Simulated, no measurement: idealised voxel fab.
The following is a process module called voxel released beams.
Section cut is 155 nm wide and gridded with 5 nm square cells.
We lay out every cross-section as a grid of square cells and spell it out in bands from the top down, where one band means one or more rows of cells.
Band entry format. Leading values: height of top, height of bottom, nm. Remainder: materials in left-to-right order, each with its width in nm. Special words: "all across" on a single material, which then fills the band edge to edge; "empty", empty space.
Counting heights begins at 0, where everything beneath is, in the wafer as received, one material. The lowest band has no bottom; it goes on downwards, as "top 0, no bottom" shows.
Note: "30 to 40" means the width goes from the first number (top row of the band) to the second number (bottom row) in equal steps per row of cells.
The cross-section has no changed cell in any step marked "everything unchanged".
The entry "Sealed void inventory" lists the empty spaces that cover at least 8 cells and have no open path to the top. Each is written as width x height at distance, where the distance is measured from the left edge and all three values are in nm.
Post-settings text on a step line: simulator's own remark regarding the step.
The line of a step may include "overlay nm". On a step with a mask, this value is how far to the right of its planned place the mask lay. A negative value means the mask lay to the left.
These are the steps we planned for the process
1) RECEIVE, material Si
2) CONFORMAL_DEP, material Al2O3, thk nm 10
3) DIRECTIONAL_DEP, material SiO2, thk nm 10
4) DIRECTIONAL_DEP, material aC, thk nm 15
5) PATTERN, tone open, mask id ANCHOR, material resist, width nm 40, thk nm 35, overlay nm 0
6) DIRECTIONAL_ETCH, etch materials aC, depth nm 15
7) STRIP, etch materials resist
8) DIRECTIONAL_ETCH, etch materials SiO2, depth nm 10
9) STRIP, etch materials aC
10) CONFORMAL_DEP, material SiN, thk nm 15
11) MASKED_ETCH, tone cover, mask id BEAM, width nm 90, etch materials SiN, depth nm 15, overlay nm 0
12) STRIP, etch materials SiO2
This is the cross-section of the wafer as we received it, i.e. after step 1
	top 0, no bottom: Si all across
	Sealed void inventory: none
First of two wafers: cross-section at end of module, run per plan
	top 35, bottom 25: empty (30), SiN (20), empty (10), SiN (60), empty (35)
	top 25, bottom 20: empty (30), SiN (90), empty (35)
	top 20, bottom 10: empty (35), SiN (40), empty (80)
	top 10, bottom 0: Al2O3 all across
	top 0, no bottom: Si all across
	Sealed void inventory: none
This cross-section belongs to the second wafer of two at the end of the module; the start and the plan were shared with the first, and the run included one mistake
	top 35, bottom 25: empty (30), SiN (20), empty (15), SiN (55), empty (35)
	top 25, bottom 20: empty (30), SiN (90), empty (35)
	top 20, bottom 10: empty (35), SiN (45), empty (75)
	top 10, bottom 0: Al2O3 all across
	top 0, no bottom: Si all across
	Sealed void inventory: none
what went wrong: step 5, actual vs plan mismatch, actual run PATTERN, tone open, mask id ANCHOR, material resist, width nm 45, thk nm 35, overlay nm 0
Upon completion, the cell count for each material on the second wafer equals that on the first, whereas the spatial distribution of those cells differs.
